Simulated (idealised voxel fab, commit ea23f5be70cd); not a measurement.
Process module, titled voxel quadruple lines
The cross-section on display is named cut; it measures 190 nm wide, and its cells are 5 nm squares.
Square cells in a grid make up a cross-section in this document, and the grid is given as bands, listed from the top down, each one or more rows of cells. Look at the band entry: it leads with the top's height and the bottom's height in nm. Then it lists the materials left to right, with a width in nm for each. The word "full width" on a single material says that material fills the band edge to edge. The word "air" is empty space. Convention: height 0 is the level below which the wafer, as received, is all one material. The lowest band does not terminate at the bottom but continues downward, represented as "from 0 down". The notation "30..40" denotes a width that varies across the rows of cells in the band, beginning at the first number in the top row, finishing at the second number in the bottom row, and changing by an identical amount from each row to the next. A step reported as "remained unchanged" is a step in which no cell of the cross-section changed. Any empty space of 8 cells or more lacking an open way to the top shows up in "Closed void inventory" as width x height at distance, distance from the left edge, in nm. The remark found on a step's line after its settings is issued by the simulator itself and pertains to that step. "overlay nm" answers the question of how far to the right of plan the mask lay on a step that has a mask, and when it is negative the answer is to the left.
### Steps planned for the process
- 1: RECEIVE,material Si
- 2: CONFORMAL_DEP,material SiO2,thk nm 10
- 3: DIRECTIONAL_DEP,material W,thk nm 15
- 4: DIRECTIONAL_DEP,material polySi,thk nm 15
- 5: DIRECTIONAL_DEP,material aC,thk nm 25
- 6: PATTERN,tone cover,mask id MANDREL,material resist,width nm 20,pitch nm 60,thk nm 30,overlay nm 0
- 7: DIRECTIONAL_ETCH,etch materials aC,depth nm 25
- 8: STRIP,etch materials resist
- 9: CONFORMAL_DEP,material SiO2,thk nm 10
- 10: DIRECTIONAL_ETCH,etch materials SiO2,depth nm 10
- 11: STRIP,etch materials aC
- 12: DIRECTIONAL_ETCH,etch materials polySi,depth nm 15
- 13: STRIP,etch materials SiO2
- 14: CONFORMAL_DEP,material SiCN,thk nm 5
- 15: DIRECTIONAL_ETCH,etch materials SiCN,depth nm 5
- 16: STRIP,etch materials polySi
- 17: DIRECTIONAL_ETCH,etch materials W,depth nm 15
- 18: STRIP,etch materials SiCN
### Account of the first of two wafers, which was processed as intended
### Shown in cross-section is the wafer as received, that is, as it stands after step 1
> from 0 down | Si full width
> Closed void inventory: none
### after step 2
> from 10 to 0 | SiO2 full width
> Rest of section, below 0: as before.
### after step 3
> from 25 to 10 | W full width
> Rest of section, below 10: as before.
### after step 4
> from 40 to 25 | polySi full width
> Rest of section, below 25: as before.
### after step 5
> from 65 to 40 | aC full width
> Rest of section, below 40: as before.
### after step 6
> from 95 to 65 | 55 air, 20 resist, 40 air, 20 resist, 55 air
> Rest of section, below 65: as before.
### after step 7
> from 70 to 65 | 55 air, 20 resist, 40 air, 20 resist, 55 air
> from 65 to 40 | 55 air, 20 aC, 40 air, 20 aC, 55 air
> Rest of section, below 40: as before.
### after step 8
> from 65 to 40 | 55 air, 20 aC, 40 air, 20 aC, 55 air
> Rest of section, below 40: as before.
### after step 9
> from 75 to 65 | 45 air, 40 SiO2, 20 air, 40 SiO2, 45 air
> from 65 to 50 | 45 air, 10 SiO2, 20 aC, 10 SiO2, 20 air, 10 SiO2, 20 aC, 10 SiO2, 45 air
> from 50 to 40 | 55 SiO2, 20 aC, 40 SiO2, 20 aC, 55 SiO2
> Rest of section, below 40: as before.
### after step 10
> from 65 to 40 | 45 air, 10 SiO2, 20 aC, 10 SiO2, 20 air, 10 SiO2, 20 aC, 10 SiO2, 45 air
> Rest of section, below 40: as before.
### after step 11
> from 65 to 40 | 45 air, 10 SiO2, 20 air, 10 SiO2, 20 air, 10 SiO2, 20 air, 10 SiO2, 45 air
> Rest of section, below 40: as before.
### after step 12
> from 65 to 40 | 45 air, 10 SiO2, 20 air, 10 SiO2, 20 air, 10 SiO2, 20 air, 10 SiO2, 45 air
> from 40 to 25 | 45 air, 10 polySi, 20 air, 10 polySi, 20 air, 10 polySi, 20 air, 10 polySi, 45 air
> Rest of section, below 25: as before.
### after step 13
> from 40 to 25 | 45 air, 10 polySi, 20 air, 10 polySi, 20 air, 10 polySi, 20 air, 10 polySi, 45 air
> Rest of section, below 25: as before.
### after step 14
> from 45 to 40 | 40 air, 20 SiCN, 10 air, 20 SiCN, 10 air, 20 SiCN, 10 air, 20 SiCN, 40 air
> from 40 to 30 | 40 air, 5 SiCN, 10 polySi, 5 SiCN, 10 air, 5 SiCN, 10 polySi, 5 SiCN, 10 air, 5 SiCN, 10 polySi, 5 SiCN, 10 air, 5 SiCN, 10 polySi, 5 SiCN, 40 air
> from 30 to 25 | 45 SiCN, 10 polySi, 20 SiCN, 10 polySi, 20 SiCN, 10 polySi, 20 SiCN, 10 polySi, 45 SiCN
> Rest of section, below 25: as before.
### after step 15
> from 40 to 25 | 40 air, 5 SiCN, 10 polySi, 5 SiCN, 10 air, 5 SiCN, 10 polySi, 5 SiCN, 10 air, 5 SiCN, 10 polySi, 5 SiCN, 10 air, 5 SiCN, 10 polySi, 5 SiCN, 40 air
> Rest of section, below 25: as before.
### after step 16
> from 40 to 25 | 40 air, 5 SiCN, 10 air, 5 SiCN, 10 air, 5 SiCN, 10 air, 5 SiCN, 10 air, 5 SiCN, 10 air, 5 SiCN, 10 air, 5 SiCN, 10 air, 5 SiCN, 40 air
> Rest of section, below 25: as before.
### after step 17
> from 40 to 25 | 40 air, 5 SiCN, 10 air, 5 SiCN, 10 air, 5 SiCN, 10 air, 5 SiCN, 10 air, 5 SiCN, 10 air, 5 SiCN, 10 air, 5 SiCN, 10 air, 5 SiCN, 40 air
> from 25 to 10 | 40 air, 5 W, 10 air, 5 W, 10 air, 5 W, 10 air, 5 W, 10 air, 5 W, 10 air, 5 W, 10 air, 5 W, 10 air, 5 W, 40 air
> Rest of section, below 10: as before.
### after step 18
> from 25 to 10 | 40 air, 5 W, 10 air, 5 W, 10 air, 5 W, 10 air, 5 W, 10 air, 5 W, 10 air, 5 W, 10 air, 5 W, 10 air, 5 W, 40 air
> Rest of section, below 10: as before.
### Second Wafer (Identical Start and Plan, One Processing Error; Matches First Wafer Through Step 1)
### The second wafer in cross-section, at the planned close of step 2
> from 10 to 0 | W full width
> Rest of section, below 0: as before.
### The second wafer in cross-section, at the planned close of step 3
> from 25 to 0 | W full width
> Rest of section, below 0: as before.
### The second wafer in cross-section, at the planned close of step 4
> from 40 to 25 | polySi full width
> Rest of section, below 25: as before.
### The second wafer in cross-section, at the planned close of step 5
> from 65 to 40 | aC full width
> Rest of section, below 40: as before.
### The second wafer in cross-section, at the planned close of step 6
> from 95 to 65 | 55 air, 20 resist, 40 air, 20 resist, 55 air
> Rest of section, below 65: as before.
### The second wafer in cross-section, at the planned close of step 7
> from 70 to 65 | 55 air, 20 resist, 40 air, 20 resist, 55 air
> from 65 to 40 | 55 air, 20 aC, 40 air, 20 aC, 55 air
> Rest of section, below 40: as before.
### The second wafer in cross-section, at the planned close of step 8
> from 65 to 40 | 55 air, 20 aC, 40 air, 20 aC, 55 air
> Rest of section, below 40: as before.
### The second wafer in cross-section, at the planned close of step 9
> from 75 to 65 | 45 air, 40 SiO2, 20 air, 40 SiO2, 45 air
> from 65 to 50 | 45 air, 10 SiO2, 20 aC, 10 SiO2, 20 air, 10 SiO2, 20 aC, 10 SiO2, 45 air
> from 50 to 40 | 55 SiO2, 20 aC, 40 SiO2, 20 aC, 55 SiO2
> Rest of section, below 40: as before.
### The second wafer in cross-section, at the planned close of step 10
> from 65 to 40 | 45 air, 10 SiO2, 20 aC, 10 SiO2, 20 air, 10 SiO2, 20 aC, 10 SiO2, 45 air
> Rest of section, below 40: as before.
### The second wafer in cross-section, at the planned close of step 11
> from 65 to 40 | 45 air, 10 SiO2, 20 air, 10 SiO2, 20 air, 10 SiO2, 20 air, 10 SiO2, 45 air
> Rest of section, below 40: as before.
### The second wafer in cross-section, at the planned close of step 12
> from 65 to 40 | 45 air, 10 SiO2, 20 air, 10 SiO2, 20 air, 10 SiO2, 20 air, 10 SiO2, 45 air
> from 40 to 25 | 45 air, 10 polySi, 20 air, 10 polySi, 20 air, 10 polySi, 20 air, 10 polySi, 45 air
> Rest of section, below 25: as before.
### The second wafer in cross-section, at the planned close of step 13
> from 40 to 25 | 45 air, 10 polySi, 20 air, 10 polySi, 20 air, 10 polySi, 20 air, 10 polySi, 45 air
> Rest of section, below 25: as before.
### The second wafer in cross-section, at the planned close of step 14
> from 45 to 40 | 40 air, 20 SiCN, 10 air, 20 SiCN, 10 air, 20 SiCN, 10 air, 20 SiCN, 40 air
> from 40 to 30 | 40 air, 5 SiCN, 10 polySi, 5 SiCN, 10 air, 5 SiCN, 10 polySi, 5 SiCN, 10 air, 5 SiCN, 10 polySi, 5 SiCN, 10 air, 5 SiCN, 10 polySi, 5 SiCN, 40 air
> from 30 to 25 | 45 SiCN, 10 polySi, 20 SiCN, 10 polySi, 20 SiCN, 10 polySi, 20 SiCN, 10 polySi, 45 SiCN
> Rest of section, below 25: as before.
### The second wafer in cross-section, at the planned close of step 15
> from 40 to 25 | 40 air, 5 SiCN, 10 polySi, 5 SiCN, 10 air, 5 SiCN, 10 polySi, 5 SiCN, 10 air, 5 SiCN, 10 polySi, 5 SiCN, 10 air, 5 SiCN, 10 polySi, 5 SiCN, 40 air
> Rest of section, below 25: as before.
### The second wafer in cross-section, at the planned close of step 16
> from 40 to 25 | 40 air, 5 SiCN, 10 air, 5 SiCN, 10 air, 5 SiCN, 10 air, 5 SiCN, 10 air, 5 SiCN, 10 air, 5 SiCN, 10 air, 5 SiCN, 10 air, 5 SiCN, 40 air
> Rest of section, below 25: as before.
### The second wafer in cross-section, at the planned close of step 17
> from 40 to 25 | 40 air, 5 SiCN, 10 air, 5 SiCN, 10 air, 5 SiCN, 10 air, 5 SiCN, 10 air, 5 SiCN, 10 air, 5 SiCN, 10 air, 5 SiCN, 10 air, 5 SiCN, 40 air
> from 25 to 10 | 40 air, 5 W, 10 air, 5 W, 10 air, 5 W, 10 air, 5 W, 10 air, 5 W, 10 air, 5 W, 10 air, 5 W, 10 air, 5 W, 40 air
> Rest of section, below 10: as before.
### The second wafer in cross-section, at the planned close of step 18
> from 25 to 10 | 40 air, 5 W, 10 air, 5 W, 10 air, 5 W, 10 air, 5 W, 10 air, 5 W, 10 air, 5 W, 10 air, 5 W, 10 air, 5 W, 40 air
> Rest of section, below 10: as before.
Against the plan, the run slipped here: in deviation from the planned setting, step 2 was conducted as CONFORMAL_DEP,material W,thk nm 10
Materials where the second wafer ends with more or fewer cells than the first: SiO2: 76 fewer | W: 76 more
